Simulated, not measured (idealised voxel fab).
This is a process module. Its name is voxel spacer lines.
It is cross-section cut that appears here, measuring 260 nm in width, its square cells being 5 nm in size.
Cross-section spec: square-cell grid; bands listed top down; each band is one or more rows.
Heights first: top, then bottom, in nm. Then materials, left to right, each with a width in nm. "all across" on a single material: fills the band edge to edge. "empty": empty space.
All heights in this document are referenced to 0, defined as the level beneath which the wafer, as received, consists entirely of one material. The lowest band is not bounded below; it extends indefinitely downward and is written in the form "0 down".
Top row gets the first number, bottom row gets the second, and each row in between changes by the same step: that is how a band width like "30 to 40" works.
The designation "no change occurred", where it is given for a processing step, indicates that no cell of the cross-section was altered in the course of that step.
In the "Trapped cavities" entry, you get each enclosed empty space of 8 cells or more, one with no open way to the top, written width x height at distance, distance from the left edge, in nm.
Where a step's line continues beyond its settings, the continuation is a remark by the simulator itself on that step.
"overlay nm", when on a step's line for a step with a mask, measures how far to the right of its planned place the mask lay; a negative measure means to the left.
-- The steps planned for the process are as follows
| 1 | RECEIVE (material Si) |
| 2 | CONFORMAL_DEP (material Al2O3; thk nm 5) |
| 3 | DIRECTIONAL_DEP (material SiN; thk nm 10) |
| 4 | DIRECTIONAL_DEP (material aC; thk nm 20) |
| 5 | PATTERN (tone cover; mask id MANDREL; material resist; width nm 25; pitch nm 70; thk nm 30; overlay nm 0) |
| 6 | DIRECTIONAL_ETCH (etch materials aC; depth nm 20) |
| 7 | STRIP (etch materials resist) |
| 8 | CONFORMAL_DEP (material SiO2; thk nm 10) |
| 9 | DIRECTIONAL_ETCH (etch materials SiO2; depth nm 10) |
| 10 | STRIP (etch materials aC) |
| 11 | DIRECTIONAL_ETCH (etch materials SiN; depth nm 10) |
| 12 | STRIP (etch materials SiO2) |
| 13 | FILL_DEP (material SiO2; thk nm 10) |
| 14 | CMP (height nm 15) |
-- First of two wafers: run as planned
-- Cross-section of the wafer as it came to us, i.e., already through step 1
0 down | Si all across
Trapped cavities: none
-- Cross-section of the wafer after step 2
5 to 0 | Al2O3 all across
Lower than 0, everything is as it was.
-- Cross-section of the wafer after step 3
15 to 5 | SiN all across
Lower than 5, everything is as it was.
-- Cross-section of the wafer after step 4
35 to 15 | aC all across
Lower than 15, everything is as it was.
-- Cross-section of the wafer after step 5
65 to 35 | empty 45  resist 25  empty 45  resist 25  empty 45  resist 25  empty 50
Lower than 35, everything is as it was.
-- Cross-section of the wafer after step 6
45 to 35 | empty 45  resist 25  empty 45  resist 25  empty 45  resist 25  empty 50
35 to 15 | empty 45  aC 25  empty 45  aC 25  empty 45  aC 25  empty 50
Lower than 15, everything is as it was.
-- Cross-section of the wafer after step 7
35 to 15 | empty 45  aC 25  empty 45  aC 25  empty 45  aC 25  empty 50
Lower than 15, everything is as it was.
-- Cross-section of the wafer after step 8
45 to 35 | empty 35  SiO2 45  empty 25  SiO2 45  empty 25  SiO2 45  empty 40
35 to 25 | empty 35  SiO2 10  aC 25  SiO2 10  empty 25  SiO2 10  aC 25  SiO2 10  empty 25  SiO2 10  aC 25  SiO2 10  empty 40
25 to 15 | SiO2 45  aC 25  SiO2 45  aC 25  SiO2 45  aC 25  SiO2 50
Lower than 15, everything is as it was.
-- Cross-section of the wafer after step 9
35 to 15 | empty 35  SiO2 10  aC 25  SiO2 10  empty 25  SiO2 10  aC 25  SiO2 10  empty 25  SiO2 10  aC 25  SiO2 10  empty 40
Lower than 15, everything is as it was.
-- Cross-section of the wafer after step 10
35 to 15 | empty 35  SiO2 10  empty 25  SiO2 10  empty 25  SiO2 10  empty 25  SiO2 10  empty 25  SiO2 10  empty 25  SiO2 10  empty 40
Lower than 15, everything is as it was.
-- Cross-section of the wafer after step 11
35 to 15 | empty 35  SiO2 10  empty 25  SiO2 10  empty 25  SiO2 10  empty 25  SiO2 10  empty 25  SiO2 10  empty 25  SiO2 10  empty 40
15 to 5 | empty 35  SiN 10  empty 25  SiN 10  empty 25  SiN 10  empty 25  SiN 10  empty 25  SiN 10  empty 25  SiN 10  empty 40
Lower than 5, everything is as it was.
-- Cross-section of the wafer after step 12
15 to 5 | empty 35  SiN 10  empty 25  SiN 10  empty 25  SiN 10  empty 25  SiN 10  empty 25  SiN 10  empty 25  SiN 10  empty 40
Lower than 5, everything is as it was.
-- Cross-section of the wafer after step 13
25 to 15 | SiO2 all across
15 to 5 | SiO2 35  SiN 10  SiO2 25  SiN 10  SiO2 25  SiN 10  SiO2 25  SiN 10  SiO2 25  SiN 10  SiO2 25  SiN 10  SiO2 40
Lower than 5, everything is as it was.
-- Cross-section of the wafer after step 14
15 to 5 | SiO2 35  SiN 10  SiO2 25  SiN 10  SiO2 25  SiN 10  SiO2 25  SiN 10  SiO2 25  SiN 10  SiO2 25  SiN 10  SiO2 40
Lower than 5, everything is as it was.
-- The second wafer: identical to the first at the outset and in its planned sequence, differing only in that one mistake was made during processing; up to and including step 4, its path is the first wafer's path
-- Cross-sectional representation of the second wafer at the time designated in the plan for the completion of step 5
65 to 35 | resist 45  empty 25  resist 45  empty 25  resist 45  empty 25  resist 50
Lower than 35, everything is as it was.
-- Cross-sectional representation of the second wafer at the time designated in the plan for the completion of step 6
45 to 35 | resist 45  empty 25  resist 45  empty 25  resist 45  empty 25  resist 50
35 to 15 | aC 45  empty 25  aC 45  empty 25  aC 45  empty 25  aC 50
Lower than 15, everything is as it was.
-- Cross-sectional representation of the second wafer at the time designated in the plan for the completion of step 7
35 to 15 | aC 45  empty 25  aC 45  empty 25  aC 45  empty 25  aC 50
Lower than 15, everything is as it was.
-- Cross-sectional representation of the second wafer at the time designated in the plan for the completion of step 8
45 to 35 | SiO2 55  empty 5  SiO2 65  empty 5  SiO2 65  empty 5  SiO2 60
35 to 25 | aC 45  SiO2 10  empty 5  SiO2 10  aC 45  SiO2 10  empty 5  SiO2 10  aC 45  SiO2 10  empty 5  SiO2 10  aC 50
25 to 15 | aC 45  SiO2 25  aC 45  SiO2 25  aC 45  SiO2 25  aC 50
Lower than 15, everything is as it was.
-- Cross-sectional representation of the second wafer at the time designated in the plan for the completion of step 9
35 to 15 | aC 45  SiO2 10  empty 5  SiO2 10  aC 45  SiO2 10  empty 5  SiO2 10  aC 45  SiO2 10  empty 5  SiO2 10  aC 50
Lower than 15, everything is as it was.
-- Cross-sectional representation of the second wafer at the time designated in the plan for the completion of step 10
35 to 15 | empty 45  SiO2 10  empty 5  SiO2 10  empty 45  SiO2 10  empty 5  SiO2 10  empty 45  SiO2 10  empty 5  SiO2 10  empty 50
Lower than 15, everything is as it was.
-- Cross-sectional representation of the second wafer at the time designated in the plan for the completion of step 11
35 to 15 | empty 45  SiO2 10  empty 5  SiO2 10  empty 45  SiO2 10  empty 5  SiO2 10  empty 45  SiO2 10  empty 5  SiO2 10  empty 50
15 to 5 | empty 45  SiN 10  empty 5  SiN 10  empty 45  SiN 10  empty 5  SiN 10  empty 45  SiN 10  empty 5  SiN 10  empty 50
Lower than 5, everything is as it was.
-- Cross-sectional representation of the second wafer at the time designated in the plan for the completion of step 12
15 to 5 | empty 45  SiN 10  empty 5  SiN 10  empty 45  SiN 10  empty 5  SiN 10  empty 45  SiN 10  empty 5  SiN 10  empty 50
Lower than 5, everything is as it was.
-- Cross-sectional representation of the second wafer at the time designated in the plan for the completion of step 13
25 to 15 | SiO2 all across
15 to 5 | SiO2 45  SiN 10  SiO2 5  SiN 10  SiO2 45  SiN 10  SiO2 5  SiN 10  SiO2 45  SiN 10  SiO2 5  SiN 10  SiO2 50
Lower than 5, everything is as it was.
-- Cross-sectional representation of the second wafer at the time designated in the plan for the completion of step 14
15 to 5 | SiO2 45  SiN 10  SiO2 5  SiN 10  SiO2 45  SiN 10  SiO2 5  SiN 10  SiO2 45  SiN 10  SiO2 5  SiN 10  SiO2 50
Lower than 5, everything is as it was.
Want to know what went wrong? the process deviated at step 5: the operation and settings actually run there were PATTERN (tone open; mask id MANDREL; material resist; width nm 25; pitch nm 70; thk nm 30; overlay nm 0)
at the end the second wafer has, in cells: as many of each material as the first, in other places
